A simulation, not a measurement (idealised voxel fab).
Presented below is a process module, voxel fin reveal.
The figure presents cross-section cut, which has a width of 245 nm and is divided into square cells with an edge length of 5 nm.
Cross-section format: a grid of square cells, given as bands from top to bottom; each band is one or more rows of cells.
First you get the band's top height and its bottom height, in nm, and then the materials it's made of, left to right, with each width in nm. If you see a single material with "all across", that one covers the band edge to edge. "air" is empty space.
It should be noted that heights are counted from 0, beneath which the wafer as supplied is of one material throughout, and that the lowest band possesses no lower boundary but continues downward, as written in "0..down".
Width: "30 to 40" (first number = top row, second number = bottom row, same change from row to row of cells).
Basically "no alteration" means that step didn't change any cell in the cross-section.
Closed empty spaces (no open way to the top) of 8 cells or more are what "Fully enclosed voids" lists, each as width x height at distance from the left edge, nm for all three.
It should be noted that, on the line of a given step, the content following the step's settings is a remark produced by the simulator itself with respect to that step.
overlay nm: how far to the right of its planned place the mask lay on this masked step (negative: to the left).

The planned process steps are enumerated hereunder
1,RECEIVE, material Si
2,CONFORMAL_DEP, material SiN, thk nm 10
3,PATTERN, tone cover, mask id FINS, material resist, width nm 15, pitch nm 45, thk nm 15, overlay nm 0
4,DIRECTIONAL_ETCH, etch materials SiN, depth nm 10
5,DIRECTIONAL_ETCH, etch materials Si, depth nm 35
6,STRIP, etch materials resist
7,OXIDIZE, depth nm 5
8,FILL_DEP, material SiO2, thk nm 5
9,CMP, height nm 10
10,SELECTIVE_ETCH, etch materials SiO2, depth nm 25
11,STRIP, etch materials SiN
12,CONFORMAL_DEP, material SiO2, thk nm 5

First of two wafers - as planned

Shown in cross-section is the wafer as received, that is, as it stands after step 1
    0..down = Si all across
    Fully enclosed voids: none

So this is the wafer cross-section right after step 2
    10..0 = SiN all across
    Anything lower than 0 is untouched.

So this is the wafer cross-section right after step 3
    25..10 = 45 air; 15 resist; 30 air; 15 resist; 30 air; 15 resist; 30 air; 15 resist; 50 air
    Anything lower than 10 is untouched.

So this is the wafer cross-section right after step 4
    25..10 = 45 air; 15 resist; 30 air; 15 resist; 30 air; 15 resist; 30 air; 15 resist; 50 air
    10..0 = 45 air; 15 SiN; 30 air; 15 SiN; 30 air; 15 SiN; 30 air; 15 SiN; 50 air
    Anything lower than 0 is untouched.

So this is the wafer cross-section right after step 5
    25..10 = 45 air; 15 resist; 30 air; 15 resist; 30 air; 15 resist; 30 air; 15 resist; 50 air
    10..0 = 45 air; 15 SiN; 30 air; 15 SiN; 30 air; 15 SiN; 30 air; 15 SiN; 50 air
    0..-35 = 45 air; 15 Si; 30 air; 15 Si; 30 air; 15 Si; 30 air; 15 Si; 50 air
    Anything lower than -35 is untouched.

So this is the wafer cross-section right after step 6
    10..0 = 45 air; 15 SiN; 30 air; 15 SiN; 30 air; 15 SiN; 30 air; 15 SiN; 50 air
    Anything lower than 0 is untouched.

So this is the wafer cross-section right after step 7
    10..0 = 45 air; 15 SiN; 30 air; 15 SiN; 30 air; 15 SiN; 30 air; 15 SiN; 50 air
    0..-35 = 45 air; 5 SiO2; 5 Si; 5 SiO2; 30 air; 5 SiO2; 5 Si; 5 SiO2; 30 air; 5 SiO2; 5 Si; 5 SiO2; 30 air; 5 SiO2; 5 Si; 5 SiO2; 50 air
    -35..-40 = 50 SiO2; 5 Si; 40 SiO2; 5 Si; 40 SiO2; 5 Si; 40 SiO2; 5 Si; 55 SiO2
    Anything lower than -40 is untouched.

So this is the wafer cross-section right after step 8
    15..10 = SiO2 all across
    10..0 = 45 SiO2; 15 SiN; 30 SiO2; 15 SiN; 30 SiO2; 15 SiN; 30 SiO2; 15 SiN; 50 SiO2
    0..-40 = 50 SiO2; 5 Si; 40 SiO2; 5 Si; 40 SiO2; 5 Si; 40 SiO2; 5 Si; 55 SiO2
    Anything lower than -40 is untouched.

So this is the wafer cross-section right after step 9
    10..0 = 45 SiO2; 15 SiN; 30 SiO2; 15 SiN; 30 SiO2; 15 SiN; 30 SiO2; 15 SiN; 50 SiO2
    Anything lower than 0 is untouched.

So this is the wafer cross-section right after step 10
    10..0 = 45 air; 15 SiN; 30 air; 15 SiN; 30 air; 15 SiN; 30 air; 15 SiN; 50 air
    0..-15 = 50 air; 5 Si; 40 air; 5 Si; 40 air; 5 Si; 40 air; 5 Si; 55 air
    Anything lower than -15 is untouched.

So this is the wafer cross-section right after step 11
    0..-15 = 50 air; 5 Si; 40 air; 5 Si; 40 air; 5 Si; 40 air; 5 Si; 55 air
    Anything lower than -15 is untouched.

So this is the wafer cross-section right after step 12
    5..0 = 45 air; 15 SiO2; 30 air; 15 SiO2; 30 air; 15 SiO2; 30 air; 15 SiO2; 50 air
    0..-10 = 45 air; 5 SiO2; 5 Si; 5 SiO2; 30 air; 5 SiO2; 5 Si; 5 SiO2; 30 air; 5 SiO2; 5 Si; 5 SiO2; 30 air; 5 SiO2; 5 Si; 5 SiO2; 50 air
    -10..-40 = 50 SiO2; 5 Si; 40 SiO2; 5 Si; 40 SiO2; 5 Si; 40 SiO2; 5 Si; 55 SiO2
    Anything lower than -40 is untouched.

The second wafer began exactly as the first did and followed the same plan, but one mistake was made while running it; through step 11 inclusive, the two wafers are identical

X-section, second wafer, when step 12 was due to finish
    5..0 = 45 air; 15 SiN; 30 air; 15 SiN; 30 air; 15 SiN; 30 air; 15 SiN; 50 air
    0..-10 = 45 air; 5 SiN; 5 Si; 5 SiN; 30 air; 5 SiN; 5 Si; 5 SiN; 30 air; 5 SiN; 5 Si; 5 SiN; 30 air; 5 SiN; 5 Si; 5 SiN; 50 air
    -10..-15 = 50 SiN; 5 Si; 40 SiN; 5 Si; 40 SiN; 5 Si; 40 SiN; 5 Si; 55 SiN
    Anything lower than -15 is untouched.
Heads up, the wafer didn't run the way we planned it: step 12 was not run as planned; what actually ran was CONFORMAL_DEP, material SiN, thk nm 5
Final comparison by cell count, materials where the second wafer has more or fewer than the first: 73 more of SiN; 73 fewer of SiO2
